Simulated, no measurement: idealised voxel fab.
process module | voxel air gaps
cross-section cut | 175 nm wide | cells 5 nm
A cross-section is a grid of square cells, given in bands from the top down. A band is one or more rows of cells.
Each band's line starts with the height of the band's top and of its bottom, in nm. Then come its materials from left to right, each with its width in nm. One material with "throughout" fills the band from edge to edge. "air" is empty space.
Height 0 is the level under which the wafer as received is all one material. The lowest band goes on downwards, as in "0 down".
A width such as "30 to 40" changes by the same amount from each row of cells to the next, from the band's top row to its bottom row.
"no change" after a step means that no cell of the cross-section changed.
closed voids: empty space of 8 cells or more with no open way to the top, each as width x height at its distance from the left edge, in nm
after a step's settings: what the simulator itself notes on the step
overlay nm, on a step with a mask: how far to the right of its planned place the mask lay; to the left if negative
plan
1 op RECEIVE | material Si
2 op CONFORMAL_DEP | material SiO2 | thk nm 10
3 op CONFORMAL_DEP | material SiN | thk nm 5
4 op DIRECTIONAL_DEP | material SiO2 | thk nm 35
5 op DIRECTIONAL_DEP | material aC | thk nm 15
6 op PATTERN | tone open | mask id LINES | material resist | width nm 25 | pitch nm 50 | thk nm 30 | overlay nm 0
7 op DIRECTIONAL_ETCH | etch materials aC | depth nm 15
8 op STRIP | etch materials resist
9 op DIRECTIONAL_ETCH | etch materials SiO2 | depth nm 35
10 op STRIP | etch materials aC
11 op CONFORMAL_DEP | material TiN | thk nm 5
12 op FILL_DEP | material Cu | thk nm 5
13 op CMP | height nm 50
14 op EPI | material Ru | thk nm 10
15 op SELECTIVE_ETCH | etch materials SiO2 | depth nm 45
16 op CONFORMAL_DEP | material SiN | thk nm 5
as received, after step 1
  0 down: Si throughout
  closed voids: none
a wafer at the end: this start, this plan, one mistake
  65 to 60: SiN throughout
  60 to 50: Ru throughout
  50 to 45: TiN 30 | Cu 15 | TiN 35 | Cu 15 | TiN 35 | Cu 15 | TiN 30
  45 to 15: SiO2 25 | TiN 5 | Cu 15 | TiN 5 | SiO2 25 | TiN 5 | Cu 15 | TiN 5 | SiO2 25 | TiN 5 | Cu 15 | TiN 5 | SiO2 25
  15 to 10: SiO2 25 | TiN 25 | SiO2 25 | TiN 25 | SiO2 25 | TiN 25 | SiO2 25
  10 to 5: SiN throughout
  5 to 0: SiO2 throughout
  0 down: Si throughout
  closed voids: none
what went wrong: step 2 ran as: op CONFORMAL_DEP | material SiO2 | thk nm 5
